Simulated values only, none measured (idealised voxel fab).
This is a process module. Its name is voxel fin reveal.
In the cross-section labelled cut, the width is 250 nm and each square cell is 5 nm.
Cross-section spec: square-cell grid; bands listed top down; each band is one or more rows. The band entry comprises the height of the band's top followed by the height of its bottom, expressed in nm, and subsequently the band's materials from left to right, each stated together with its width in nm. Where a single material is marked with the word "full width", that material fills the band from edge to edge. The word "air" represents empty space. Below 0: as-received wafer, all one material; heights counted from there. Lowest band: no bottom, goes on down, written "0 nm and below". Width "30->40": first value at the band's top row of cells, second value at its bottom row, equal change from row to row. Step marked "same as before"? Then no cell in the cross-section changed in it. Each empty space that has no open way to the top and spans at least 8 cells appears under "Closed empty spaces" as width x height at distance, the distance counted from the left edge, all in nm. On a step's line, text after the settings is the simulator commenting on that step. Each step line may optionally specify "overlay nm", which for a step with a mask gives the rightward distance between the mask's planned place and where it lay, a negative value indicating the leftward direction.
-- The process steps that were planned are listed below
- 1: RECEIVE: material Si
- 2: CONFORMAL_DEP: material SiN, thk nm 5
- 3: DIRECTIONAL_DEP: material aC, thk nm 15
- 4: PATTERN: tone cover, mask id FINS, material resist, width nm 15, pitch nm 35, thk nm 30, overlay nm 0
- 5: DIRECTIONAL_ETCH: etch materials aC, depth nm 15
- 6: STRIP: etch materials resist
- 7: DIRECTIONAL_ETCH: etch materials SiN, depth nm 5
- 8: DIRECTIONAL_ETCH: etch materials Si, depth nm 35
- 9: STRIP: etch materials aC
- 10: OXIDIZE: depth nm 5
- 11: FILL_DEP: material SiO2, thk nm 5
- 12: CMP: height nm 5
- 13: SELECTIVE_ETCH: etch materials SiO2, depth nm 20
- 14: STRIP: etch materials SiN
- 15: CONFORMAL_DEP: material SiO2, thk nm 5
-- Run as planned: first of two wafers
-- Received-state cross-section, reflecting completion of step 1
* 0 nm and below = Si full width
* Closed empty spaces: none
-- Cross-section through the wafer, step 2 finished
* 5 nm to 0 nm = SiN full width
* Under the height 0 nothing was changed.
-- Cross-section through the wafer, step 3 finished
* 20 nm to 5 nm = aC full width
* Under the height 5 nothing was changed.
-- Cross-section through the wafer, step 4 finished
* 50 nm to 20 nm = 100 air, 15 resist, 20 air, 15 resist, 100 air
* Under the height 20 nothing was changed.
-- Cross-section through the wafer, step 5 finished
* 35 nm to 20 nm = 100 air, 15 resist, 20 air, 15 resist, 100 air
* 20 nm to 5 nm = 100 air, 15 aC, 20 air, 15 aC, 100 air
* Under the height 5 nothing was changed.
-- Cross-section through the wafer, step 6 finished
* 20 nm to 5 nm = 100 air, 15 aC, 20 air, 15 aC, 100 air
* Under the height 5 nothing was changed.
-- Cross-section through the wafer, step 7 finished
* 20 nm to 5 nm = 100 air, 15 aC, 20 air, 15 aC, 100 air
* 5 nm to 0 nm = 100 air, 15 SiN, 20 air, 15 SiN, 100 air
* Under the height 0 nothing was changed.
-- Cross-section through the wafer, step 8 finished
* 20 nm to 5 nm = 100 air, 15 aC, 20 air, 15 aC, 100 air
* 5 nm to 0 nm = 100 air, 15 SiN, 20 air, 15 SiN, 100 air
* 0 nm to -35 nm = 100 air, 15 Si, 20 air, 15 Si, 100 air
* Under the height -35 nothing was changed.
-- Cross-section through the wafer, step 9 finished
* 5 nm to 0 nm = 100 air, 15 SiN, 20 air, 15 SiN, 100 air
* Under the height 0 nothing was changed.
-- Cross-section through the wafer, step 10 finished
* 5 nm to 0 nm = 100 air, 15 SiN, 20 air, 15 SiN, 100 air
* 0 nm to -35 nm = 100 air, 5 SiO2, 5 Si, 5 SiO2, 20 air, 5 SiO2, 5 Si, 5 SiO2, 100 air
* -35 nm to -40 nm = 105 SiO2, 5 Si, 30 SiO2, 5 Si, 105 SiO2
* Under the height -40 nothing was changed.
-- Cross-section through the wafer, step 11 finished
* 10 nm to 5 nm = SiO2 full width
* 5 nm to 0 nm = 100 SiO2, 15 SiN, 20 SiO2, 15 SiN, 100 SiO2
* 0 nm to -40 nm = 105 SiO2, 5 Si, 30 SiO2, 5 Si, 105 SiO2
* Under the height -40 nothing was changed.
-- Cross-section through the wafer, step 12 finished
* 5 nm to 0 nm = 100 SiO2, 15 SiN, 20 SiO2, 15 SiN, 100 SiO2
* Under the height 0 nothing was changed.
-- Cross-section through the wafer, step 13 finished
* 5 nm to 0 nm = 100 air, 15 SiN, 20 air, 15 SiN, 100 air
* 0 nm to -15 nm = 105 air, 5 Si, 30 air, 5 Si, 105 air
* Under the height -15 nothing was changed.
-- Cross-section through the wafer, step 14 finished
* 0 nm to -15 nm = 105 air, 5 Si, 30 air, 5 Si, 105 air
* Under the height -15 nothing was changed.
-- Cross-section through the wafer, step 15 finished
* 5 nm to 0 nm = 100 air, 15 SiO2, 20 air, 15 SiO2, 100 air
* 0 nm to -10 nm = 100 air, 5 SiO2, 5 Si, 5 SiO2, 20 air, 5 SiO2, 5 Si, 5 SiO2, 100 air
* -10 nm to -40 nm = 105 SiO2, 5 Si, 30 SiO2, 5 Si, 105 SiO2
* Under the height -40 nothing was changed.
-- Second Wafer (Identical Start and Plan, One Processing Error; Matches First Wafer Through Step 3)
-- Cross-section: second wafer, time at which step 4 was scheduled to end
* 50 nm to 20 nm = 90 air, 15 resist, 20 air, 15 resist, 110 air
* Under the height 20 nothing was changed.
-- Cross-section: second wafer, time at which step 5 was scheduled to end
* 35 nm to 20 nm = 90 air, 15 resist, 20 air, 15 resist, 110 air
* 20 nm to 5 nm = 90 air, 15 aC, 20 air, 15 aC, 110 air
* Under the height 5 nothing was changed.
-- Cross-section: second wafer, time at which step 6 was scheduled to end
* 20 nm to 5 nm = 90 air, 15 aC, 20 air, 15 aC, 110 air
* Under the height 5 nothing was changed.
-- Cross-section: second wafer, time at which step 7 was scheduled to end
* 20 nm to 5 nm = 90 air, 15 aC, 20 air, 15 aC, 110 air
* 5 nm to 0 nm = 90 air, 15 SiN, 20 air, 15 SiN, 110 air
* Under the height 0 nothing was changed.
-- Cross-section: second wafer, time at which step 8 was scheduled to end
* 20 nm to 5 nm = 90 air, 15 aC, 20 air, 15 aC, 110 air
* 5 nm to 0 nm = 90 air, 15 SiN, 20 air, 15 SiN, 110 air
* 0 nm to -35 nm = 90 air, 15 Si, 20 air, 15 Si, 110 air
* Under the height -35 nothing was changed.
-- Cross-section: second wafer, time at which step 9 was scheduled to end
* 5 nm to 0 nm = 90 air, 15 SiN, 20 air, 15 SiN, 110 air
* Under the height 0 nothing was changed.
-- Cross-section: second wafer, time at which step 10 was scheduled to end
* 5 nm to 0 nm = 90 air, 15 SiN, 20 air, 15 SiN, 110 air
* 0 nm to -35 nm = 90 air, 5 SiO2, 5 Si, 5 SiO2, 20 air, 5 SiO2, 5 Si, 5 SiO2, 110 air
* -35 nm to -40 nm = 95 SiO2, 5 Si, 30 SiO2, 5 Si, 115 SiO2
* Under the height -40 nothing was changed.
-- Cross-section: second wafer, time at which step 11 was scheduled to end
* 10 nm to 5 nm = SiO2 full width
* 5 nm to 0 nm = 90 SiO2, 15 SiN, 20 SiO2, 15 SiN, 110 SiO2
* 0 nm to -40 nm = 95 SiO2, 5 Si, 30 SiO2, 5 Si, 115 SiO2
* Under the height -40 nothing was changed.
-- Cross-section: second wafer, time at which step 12 was scheduled to end
* 5 nm to 0 nm = 90 SiO2, 15 SiN, 20 SiO2, 15 SiN, 110 SiO2
* Under the height 0 nothing was changed.
-- Cross-section: second wafer, time at which step 13 was scheduled to end
* 5 nm to 0 nm = 90 air, 15 SiN, 20 air, 15 SiN, 110 air
* 0 nm to -15 nm = 95 air, 5 Si, 30 air, 5 Si, 115 air
* Under the height -15 nothing was changed.
-- Cross-section: second wafer, time at which step 14 was scheduled to end
* 0 nm to -15 nm = 95 air, 5 Si, 30 air, 5 Si, 115 air
* Under the height -15 nothing was changed.
-- Cross-section: second wafer, time at which step 15 was scheduled to end
* 5 nm to 0 nm = 90 air, 15 SiO2, 20 air, 15 SiO2, 110 air
* 0 nm to -10 nm = 90 air, 5 SiO2, 5 Si, 5 SiO2, 20 air, 5 SiO2, 5 Si, 5 SiO2, 110 air
* -10 nm to -40 nm = 95 SiO2, 5 Si, 30 SiO2, 5 Si, 115 SiO2
* Under the height -40 nothing was changed.
Processing error: step 4 ran as: PATTERN: tone cover, mask id FINS, material resist, width nm 15, pitch nm 35, thk nm 30, overlay nm -10
At the end, the second wafer has the same number of cells of each material as the first, but those cells sit in other places.
